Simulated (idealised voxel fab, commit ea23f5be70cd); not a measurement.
Name of the process module below: voxel local oxidation
The cross-section shown here is cut; it is 250 nm wide and divided into square cells measuring 5 nm on a side.
This document writes a cross-section as a grid whose cells are square, and gives it as bands, listed from the top down; one or more rows of cells form a band.
Heights first: top, then bottom, in nm. Then materials, left to right, each with a width in nm. "everywhere" on a single material: fills the band edge to edge. "empty": empty space.
Height datum 0, below which the as-received substrate wafer is one material. Lowest band open at the bottom, running downward: "0 and below".
A width given as "30->40" starts at the first number in the band's top row and ends at the second number in its bottom row, shifting by an equal amount at every step from row to row.
Basically "no modification" means that step didn't change any cell in the cross-section.
If an empty space has no open way to the top and is at least 8 cells in size, "Closed internal cavities" lists it, written width x height at distance, where distance is measured from the left edge and every value is in nm.
It should be noted that, on the line of a given step, the content following the step's settings is a remark produced by the simulator itself with respect to that step.
overlay nm: mask right of planned place by this much (step with mask). Neg. = left.

## Process steps - plan
| 1 | op RECEIVE | material Si |
| 2 | op OXIDIZE | depth nm 5 |
| 3 | op CONFORMAL_DEP | material SiN | thk nm 15 |
| 4 | op DIRECTIONAL_DEP | material aC | thk nm 15 |
| 5 | op PATTERN | tone cover | mask id ACTIVE | material resist | width nm 95 | thk nm 35 | overlay nm 0 |
| 6 | op DIRECTIONAL_ETCH | etch materials aC | depth nm 15 |
| 7 | op STRIP | etch materials resist |
| 8 | op DIRECTIONAL_ETCH | etch materials SiN | depth nm 15 |
| 9 | op STRIP | etch materials aC |
| 10 | op SELECTIVE_ETCH | etch materials SiO2 | depth nm 5 |
| 11 | op OXIDIZE | depth nm 10 |
| 12 | op STRIP | etch materials SiN |

## On the first of the two wafers: run conducted according to plan

## As received (post step 1): cross-section
* 0 and below  Si everywhere
* Closed internal cavities: none

## You're looking at a cross-section of the wafer after step 2
* 0 down to -5  SiO2 everywhere
* Everything under -5 stays put, no change at all.

## You're looking at a cross-section of the wafer after step 3
* 15 down to 0  SiN everywhere
* Everything under 0 stays put, no change at all.

## You're looking at a cross-section of the wafer after step 4
* 30 down to 15  aC everywhere
* Everything under 15 stays put, no change at all.

## You're looking at a cross-section of the wafer after step 5
* 65 down to 30  empty 75, resist 95, empty 80
* Everything under 30 stays put, no change at all.

## You're looking at a cross-section of the wafer after step 6
* 50 down to 30  empty 75, resist 95, empty 80
* 30 down to 15  empty 75, aC 95, empty 80
* Everything under 15 stays put, no change at all.

## You're looking at a cross-section of the wafer after step 7
* 30 down to 15  empty 75, aC 95, empty 80
* Everything under 15 stays put, no change at all.

## You're looking at a cross-section of the wafer after step 8
* 30 down to 15  empty 75, aC 95, empty 80
* 15 down to 0  empty 75, SiN 95, empty 80
* Everything under 0 stays put, no change at all.

## You're looking at a cross-section of the wafer after step 9
* 15 down to 0  empty 75, SiN 95, empty 80
* Everything under 0 stays put, no change at all.

## You're looking at a cross-section of the wafer after step 10
* 15 down to 0  empty 75, SiN 95, empty 80
* 0 down to -5  empty 80, SiO2 85, empty 85
* Everything under -5 stays put, no change at all.

## You're looking at a cross-section of the wafer after step 11
* 15 down to 0  empty 75, SiN 95, empty 80
* 0 down to -5  empty 80, SiO2 85, empty 85
* -5 down to -15  SiO2 90, Si 65, SiO2 95
* Everything under -15 stays put, no change at all.

## You're looking at a cross-section of the wafer after step 12
* 0 down to -5  empty 80, SiO2 85, empty 85
* Everything under -5 stays put, no change at all.

## Now the other wafer: same start, same recipe, but we messed up one thing when running it. Up to and including step 8 it's the same as the first one

## Cross-section: second wafer, time at which step 9 was scheduled to end
* 30 down to 15  empty 75, aC 95, empty 80
* 15 down to 0  empty 75, SiN 95, empty 80
* 0 down to -5  empty 80, SiO2 85, empty 85
* Everything under -5 stays put, no change at all.

## Cross-section: second wafer, time at which step 10 was scheduled to end
* 15 down to 0  empty 75, SiN 95, empty 80
* Everything under 0 stays put, no change at all.

## Cross-section: second wafer, time at which step 11 was scheduled to end
* 15 down to 0  empty 75, SiN 95, empty 80
* 0 down to -5  empty 80, SiO2 85, empty 85
* -5 down to -15  SiO2 90, Si 65, SiO2 95
* Everything under -15 stays put, no change at all.

## Cross-section: second wafer, time at which step 12 was scheduled to end
* 0 down to -5  empty 80, SiO2 85, empty 85
* Everything under -5 stays put, no change at all.
Finding, execution versus plan: the intended sequence of steps 9 and 10 was reversed during processing, with each occupying the position of the other
The final cross-section is the same for the two wafers, so this model computes the same thing whether or not the mistake was made.
